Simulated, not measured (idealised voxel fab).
process module | voxel capacitor over wiring
cross-section cut | 145 nm wide | cells 5 nm
A cross-section is a grid of square cells, given in bands from the top down. A band is one or more rows of cells.
Each band's line starts with the height of the band's top and of its bottom, in nm. Then come its materials from left to right, each with its width in nm. One material with "throughout" fills the band from edge to edge. "air" is empty space.
Height 0 is the level under which the wafer as received is all one material. The lowest band goes on downwards, as in "0 down".
A width such as "30 to 40" changes by the same amount from each row of cells to the next, from the band's top row to its bottom row.
"no change" after a step means that no cell of the cross-section changed.
closed voids: empty space of 8 cells or more with no open way to the top, each as width x height at its distance from the left edge, in nm
after a step's settings: what the simulator itself notes on the step
overlay nm, on a step with a mask: how far to the right of its planned place the mask lay; to the left if negative
plan
1 op RECEIVE | material Si
2 op CONFORMAL_DEP | material SiO2 | thk nm 15
3 op CONFORMAL_DEP | material SiCN | thk nm 5
4 op DIRECTIONAL_DEP | material lowk | thk nm 15
5 op PATTERN | tone open | mask id METAL_1 | material resist | width nm 25 | pitch nm 90 | thk nm 15 | overlay nm 0
6 op DIRECTIONAL_ETCH | etch materials lowk | depth nm 15
7 op DIRECTIONAL_ETCH | etch materials SiCN | depth nm 5
8 op STRIP | etch materials resist
9 op CONFORMAL_DEP | material TiN | thk nm 5
10 op FILL_DEP | material Ru | thk nm 5
11 op CMP | height nm 35
12 op EPI | material Ru | thk nm 5
13 op FILL_DEP | material SiCN | thk nm 5
14 op DIRECTIONAL_DEP | material lowk | thk nm 10
15 op MASKED_ETCH | tone open | mask id PLUG_1 | width nm 15 | etch materials lowk | depth nm 10 | overlay nm 0
16 op MASKED_ETCH | tone open | mask id PLUG_1 | width nm 15 | etch materials SiCN | depth nm 5 | overlay nm 0
17 op CONFORMAL_DEP | material TiN | thk nm 5
18 op FILL_DEP | material Ru | thk nm 5
19 op CMP | height nm 55
20 op DIRECTIONAL_DEP | material TiN | thk nm 10
21 op DIRECTIONAL_DEP | material SiN | thk nm 5
22 op DIRECTIONAL_DEP | material TiN | thk nm 5
23 op PATTERN | tone cover | mask id UPPER_PLATE | material resist | width nm 70 | thk nm 20 | overlay nm 0
24 op DIRECTIONAL_ETCH | etch materials TiN | depth nm 5
25 op DIRECTIONAL_ETCH | etch materials SiN | depth nm 5
26 op STRIP | etch materials resist
27 op MASKED_ETCH | tone cover | mask id LOWER_PLATE | width nm 80 | etch materials TiN | depth nm 10 | overlay nm 0
28 op FILL_DEP | material SiO2 | thk nm 15
29 op CMP | height nm 85
30 op PATTERN | tone open | mask id PLUG_2 | material resist | width nm 15 | thk nm 20 | overlay nm 0
31 op DIRECTIONAL_ETCH | etch materials SiO2 | depth nm 10
32 op STRIP | etch materials resist
33 op CONFORMAL_DEP | material TiN | thk nm 5
34 op FILL_DEP | material Ru | thk nm 10
35 op CMP | height nm 85
36 op CONFORMAL_DEP | material SiCN | thk nm 5
as received, after step 1
  0 down: Si throughout
  closed voids: none
first wafer at the end, as planned
  90 to 85: SiCN throughout
  85 to 80: SiO2 35 | TiN 5 | Ru 5 | TiN 5 | SiO2 95
  80 to 70: SiO2 35 to 25 | TiN 15 to 70 | SiO2 95 to 50
  70 to 65: SiO2 25 | SiN 70 | SiO2 50
  65 to 55: SiO2 20 | TiN 80 | SiO2 45
  55 to 45: lowk 25 | TiN 5 | Ru 5 | TiN 5 | lowk 105
  45 to 40: SiCN 25 | TiN 15 | SiCN 105
  40 to 35: SiCN 10 | Ru 35 | SiCN 55 | Ru 35 | SiCN 10
  35 to 20: lowk 15 | TiN 5 | Ru 15 | TiN 5 | lowk 65 | TiN 5 | Ru 15 | TiN 5 | lowk 15
  20 to 15: SiCN 15 | TiN 25 | SiCN 65 | TiN 25 | SiCN 15
  15 to 0: SiO2 throughout
  0 down: Si throughout
  closed voids: none
second wafer at the end: like start, like plan, one mistake
  90 to 85: SiCN throughout
  85 to 80: SiO2 45 | TiN 5 | Ru 5 | TiN 5 | SiO2 85
  80 to 70: SiO2 45 to 25 | TiN 15 to 70 | SiO2 85 to 50
  70 to 65: SiO2 25 | SiN 70 | SiO2 50
  65 to 55: SiO2 20 | TiN 80 | SiO2 45
  55 to 45: lowk 25 | TiN 5 | Ru 5 | TiN 5 | lowk 105
  45 to 40: SiCN 25 | TiN 15 | SiCN 105
  40 to 35: SiCN 10 | Ru 35 | SiCN 55 | Ru 35 | SiCN 10
  35 to 20: lowk 15 | TiN 5 | Ru 15 | TiN 5 | lowk 65 | TiN 5 | Ru 15 | TiN 5 | lowk 15
  20 to 15: SiCN 15 | TiN 25 | SiCN 65 | TiN 25 | SiCN 15
  15 to 0: SiO2 throughout
  0 down: Si throughout
  closed voids: none
what went wrong: step 30 ran as: op PATTERN | tone open | mask id PLUG_2 | material resist | width nm 15 | thk nm 20 | overlay nm 10
at the end the second wafer has, in cells: as many of each material as the first, in other places
